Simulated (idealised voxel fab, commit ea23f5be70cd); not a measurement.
Documented hereafter: the process module known as voxel gate over fins.
Section shown: cut. Width: 300 nm. Cell size: 5 nm, square.
Heads up, the way a cross-section reads in here is a grid of square cells, handed over as bands from the top down, with every band being one or more rows of cells.
Quick guide to a band line: top height, bottom height (nm) up front; then every material left to right with its width in nm. Only one material and it's marked "full width"? Then it fills the band edge to edge. And "empty" just means empty space.
Heads up on the height convention: 0 is the point under which the incoming wafer is all one material, and the lowest band has no bottom, it just keeps going down, like "0 nm and below".
Read "30 to 40" as a graded width: first number on top, second number at the bottom, same change between each pair of neighbouring rows.
Reading "nothing got changed" for a step: not a cell of the cross-section changed in it.
Any empty space of 8 cells or more lacking an open way to the top shows up in "Enclosed void catalog" as width x height at distance, distance from the left edge, in nm.
The remark found on a step's line after its settings is issued by the simulator itself and pertains to that step.
You can add "overlay nm" to a step's line. For a step with a mask, it describes how far the mask lay to the right of its planned position, and a negative number describes a lay to the left.
# Set out below are the planned steps of the process
- 1: RECEIVE (material Si)
- 2: CONFORMAL_DEP (material SiN; thk nm 10)
- 3: PATTERN (tone cover; mask id FINS; material resist; width nm 15; pitch nm 45; thk nm 20; overlay nm 0)
- 4: DIRECTIONAL_ETCH (etch materials SiN; depth nm 10)
- 5: DIRECTIONAL_ETCH (etch materials Si; depth nm 40)
- 6: STRIP (etch materials resist)
- 7: OXIDIZE (depth nm 5)
- 8: FILL_DEP (material SiO2; thk nm 5)
- 9: CMP (height nm 10)
- 10: SELECTIVE_ETCH (etch materials SiO2; depth nm 20)
- 11: STRIP (etch materials SiN)
- 12: CONFORMAL_DEP (material HfO2; thk nm 5)
- 13: CONFORMAL_DEP (material TiN; thk nm 5)
- 14: CONFORMAL_DEP (material TiAl; thk nm 5)
- 15: CONFORMAL_DEP (material TiN; thk nm 5)
- 16: FILL_DEP (material W; thk nm 10)
- 17: CMP (height nm 25)
- 18: CONFORMAL_DEP (material SiN; thk nm 5)
# The first of a set of two wafers, run to plan
# As-received wafer cross-section (after step 1)
* 0 nm and below: Si full width
* Enclosed void catalog: none
# How the wafer stands in section after step 2
* 10 nm to 0 nm: SiN full width
* Beneath the level 0, the cross-section is identical to its previous state.
# How the wafer stands in section after step 3
* 30 nm to 10 nm: empty (120), resist (15), empty (30), resist (15), empty (120)
* Beneath the level 10, the cross-section is identical to its previous state.
# How the wafer stands in section after step 4
* 30 nm to 10 nm: empty (120), resist (15), empty (30), resist (15), empty (120)
* 10 nm to 0 nm: empty (120), SiN (15), empty (30), SiN (15), empty (120)
* Beneath the level 0, the cross-section is identical to its previous state.
# How the wafer stands in section after step 5
* 30 nm to 10 nm: empty (120), resist (15), empty (30), resist (15), empty (120)
* 10 nm to 0 nm: empty (120), SiN (15), empty (30), SiN (15), empty (120)
* 0 nm to -40 nm: empty (120), Si (15), empty (30), Si (15), empty (120)
* Beneath the level -40, the cross-section is identical to its previous state.
# How the wafer stands in section after step 6
* 10 nm to 0 nm: empty (120), SiN (15), empty (30), SiN (15), empty (120)
* Beneath the level 0, the cross-section is identical to its previous state.
# How the wafer stands in section after step 7
* 10 nm to 0 nm: empty (120), SiN (15), empty (30), SiN (15), empty (120)
* 0 nm to -40 nm: empty (120), SiO2 (5), Si (5), SiO2 (5), empty (30), SiO2 (5), Si (5), SiO2 (5), empty (120)
* -40 nm to -45 nm: SiO2 (125), Si (5), SiO2 (40), Si (5), SiO2 (125)
* Beneath the level -45, the cross-section is identical to its previous state.
# How the wafer stands in section after step 8
* 15 nm to 10 nm: SiO2 full width
* 10 nm to 0 nm: SiO2 (120), SiN (15), SiO2 (30), SiN (15), SiO2 (120)
* 0 nm to -45 nm: SiO2 (125), Si (5), SiO2 (40), Si (5), SiO2 (125)
* Beneath the level -45, the cross-section is identical to its previous state.
# How the wafer stands in section after step 9
* 10 nm to 0 nm: SiO2 (120), SiN (15), SiO2 (30), SiN (15), SiO2 (120)
* Beneath the level 0, the cross-section is identical to its previous state.
# How the wafer stands in section after step 10
* 10 nm to 0 nm: empty (120), SiN (15), empty (30), SiN (15), empty (120)
* 0 nm to -10 nm: empty (125), Si (5), empty (40), Si (5), empty (125)
* Beneath the level -10, the cross-section is identical to its previous state.
# How the wafer stands in section after step 11
* 0 nm to -10 nm: empty (125), Si (5), empty (40), Si (5), empty (125)
* Beneath the level -10, the cross-section is identical to its previous state.
# How the wafer stands in section after step 12
* 5 nm to 0 nm: empty (120), HfO2 (15), empty (30), HfO2 (15), empty (120)
* 0 nm to -5 nm: empty (120), HfO2 (5), Si (5), HfO2 (5), empty (30), HfO2 (5), Si (5), HfO2 (5), empty (120)
* -5 nm to -10 nm: HfO2 (125), Si (5), HfO2 (40), Si (5), HfO2 (125)
* Beneath the level -10, the cross-section is identical to its previous state.
# How the wafer stands in section after step 13
* 10 nm to 5 nm: empty (115), TiN (25), empty (20), TiN (25), empty (115)
* 5 nm to 0 nm: empty (115), TiN (5), HfO2 (15), TiN (5), empty (20), TiN (5), HfO2 (15), TiN (5), empty (115)
* 0 nm to -5 nm: TiN (120), HfO2 (5), Si (5), HfO2 (5), TiN (30), HfO2 (5), Si (5), HfO2 (5), TiN (120)
* Beneath the level -5, the cross-section is identical to its previous state.
# How the wafer stands in section after step 14
* 15 nm to 10 nm: empty (110), TiAl (35), empty (10), TiAl (35), empty (110)
* 10 nm to 5 nm: empty (110), TiAl (5), TiN (25), TiAl (5), empty (10), TiAl (5), TiN (25), TiAl (5), empty (110)
* 5 nm to 0 nm: TiAl (115), TiN (5), HfO2 (15), TiN (5), TiAl (20), TiN (5), HfO2 (15), TiN (5), TiAl (115)
* Beneath the level 0, the cross-section is identical to its previous state.
# How the wafer stands in section after step 15
* 20 nm to 15 nm: empty (105), TiN (90), empty (105)
* 15 nm to 10 nm: empty (105), TiN (5), TiAl (35), TiN (10), TiAl (35), TiN (5), empty (105)
* 10 nm to 5 nm: TiN (110), TiAl (5), TiN (25), TiAl (5), TiN (10), TiAl (5), TiN (25), TiAl (5), TiN (110)
* Beneath the level 5, the cross-section is identical to its previous state.
# How the wafer stands in section after step 16
* 30 nm to 20 nm: W full width
* 20 nm to 15 nm: W (105), TiN (90), W (105)
* 15 nm to 10 nm: W (105), TiN (5), TiAl (35), TiN (10), TiAl (35), TiN (5), W (105)
* Beneath the level 10, the cross-section is identical to its previous state.
# How the wafer stands in section after step 17
* 25 nm to 20 nm: W full width
* Beneath the level 20, the cross-section is identical to its previous state.
# How the wafer stands in section after step 18
* 30 nm to 25 nm: SiN full width
* Beneath the level 25, the cross-section is identical to its previous state.
# Second Wafer (Identical Start and Plan, One Processing Error; Matches First Wafer Through Step 2)
# What the second wafer looks like in cross-section when step 3 should have wrapped up
* 30 nm to 10 nm: resist (120), empty (15), resist (30), empty (15), resist (120)
* Beneath the level 10, the cross-section is identical to its previous state.
# What the second wafer looks like in cross-section when step 4 should have wrapped up
* 30 nm to 10 nm: resist (120), empty (15), resist (30), empty (15), resist (120)
* 10 nm to 0 nm: SiN (120), empty (15), SiN (30), empty (15), SiN (120)
* Beneath the level 0, the cross-section is identical to its previous state.
# What the second wafer looks like in cross-section when step 5 should have wrapped up
* 30 nm to 10 nm: resist (120), empty (15), resist (30), empty (15), resist (120)
* 10 nm to 0 nm: SiN (120), empty (15), SiN (30), empty (15), SiN (120)
* 0 nm to -40 nm: Si (120), empty (15), Si (30), empty (15), Si (120)
* Beneath the level -40, the cross-section is identical to its previous state.
# What the second wafer looks like in cross-section when step 6 should have wrapped up
* 10 nm to 0 nm: SiN (120), empty (15), SiN (30), empty (15), SiN (120)
* Beneath the level 0, the cross-section is identical to its previous state.
# What the second wafer looks like in cross-section when step 7 should have wrapped up
* 10 nm to 0 nm: SiN (120), empty (15), SiN (30), empty (15), SiN (120)
* 0 nm to -40 nm: Si (115), SiO2 (5), empty (15), SiO2 (5), Si (20), SiO2 (5), empty (15), SiO2 (5), Si (115)
* -40 nm to -45 nm: Si (115), SiO2 (25), Si (20), SiO2 (25), Si (115)
* Beneath the level -45, the cross-section is identical to its previous state.
# What the second wafer looks like in cross-section when step 8 should have wrapped up
* 15 nm to 10 nm: SiO2 full width
* 10 nm to 0 nm: SiN (120), SiO2 (15), SiN (30), SiO2 (15), SiN (120)
* 0 nm to -45 nm: Si (115), SiO2 (25), Si (20), SiO2 (25), Si (115)
* Beneath the level -45, the cross-section is identical to its previous state.
# What the second wafer looks like in cross-section when step 9 should have wrapped up
* 10 nm to 0 nm: SiN (120), SiO2 (15), SiN (30), SiO2 (15), SiN (120)
* Beneath the level 0, the cross-section is identical to its previous state.
# What the second wafer looks like in cross-section when step 10 should have wrapped up
* 10 nm to 0 nm: SiN (120), empty (15), SiN (30), empty (15), SiN (120)
* 0 nm to -10 nm: Si (115), empty (25), Si (20), empty (25), Si (115)
* Beneath the level -10, the cross-section is identical to its previous state.
# What the second wafer looks like in cross-section when step 11 should have wrapped up
* 0 nm to -10 nm: Si (115), empty (25), Si (20), empty (25), Si (115)
* Beneath the level -10, the cross-section is identical to its previous state.
# What the second wafer looks like in cross-section when step 12 should have wrapped up
* 5 nm to 0 nm: HfO2 (120), empty (15), HfO2 (30), empty (15), HfO2 (120)
* 0 nm to -5 nm: Si (115), HfO2 (5), empty (15), HfO2 (5), Si (20), HfO2 (5), empty (15), HfO2 (5), Si (115)
* -5 nm to -10 nm: Si (115), HfO2 (25), Si (20), HfO2 (25), Si (115)
* Beneath the level -10, the cross-section is identical to its previous state.
# What the second wafer looks like in cross-section when step 13 should have wrapped up
* 10 nm to 5 nm: TiN (125), empty (5), TiN (40), empty (5), TiN (125)
* 5 nm to 0 nm: HfO2 (120), TiN (5), empty (5), TiN (5), HfO2 (30), TiN (5), empty (5), TiN (5), HfO2 (120)
* 0 nm to -5 nm: Si (115), HfO2 (5), TiN (15), HfO2 (5), Si (20), HfO2 (5), TiN (15), HfO2 (5), Si (115)
* Beneath the level -5, the cross-section is identical to its previous state.
# What the second wafer looks like in cross-section when step 14 should have wrapped up
* 15 nm to 10 nm: TiAl full width
* 10 nm to 5 nm: TiN (125), TiAl (5), TiN (40), TiAl (5), TiN (125)
* 5 nm to 0 nm: HfO2 (120), TiN (5), TiAl (5), TiN (5), HfO2 (30), TiN (5), TiAl (5), TiN (5), HfO2 (120)
* Beneath the level 0, the cross-section is identical to its previous state.
# What the second wafer looks like in cross-section when step 15 should have wrapped up
* 20 nm to 15 nm: TiN full width
* Beneath the level 15, the cross-section is identical to its previous state.
# What the second wafer looks like in cross-section when step 16 should have wrapped up
* 30 nm to 20 nm: W full width
* Beneath the level 20, the cross-section is identical to its previous state.
# What the second wafer looks like in cross-section when step 17 should have wrapped up
* 25 nm to 20 nm: W full width
* Beneath the level 20, the cross-section is identical to its previous state.
# What the second wafer looks like in cross-section when step 18 should have wrapped up
* 30 nm to 25 nm: SiN full width
* Beneath the level 25, the cross-section is identical to its previous state.
what went wrong: not per plan at step 3, really ran PATTERN (tone open; mask id FINS; material resist; width nm 15; pitch nm 45; thk nm 20; overlay nm 0)
It is noted that, at the conclusion of processing, the second wafer exhibits a higher or lower cell count for certain materials relative to the first: Si +432 | SiO2 -336 | TiAl -4 | TiN -8 | W -84
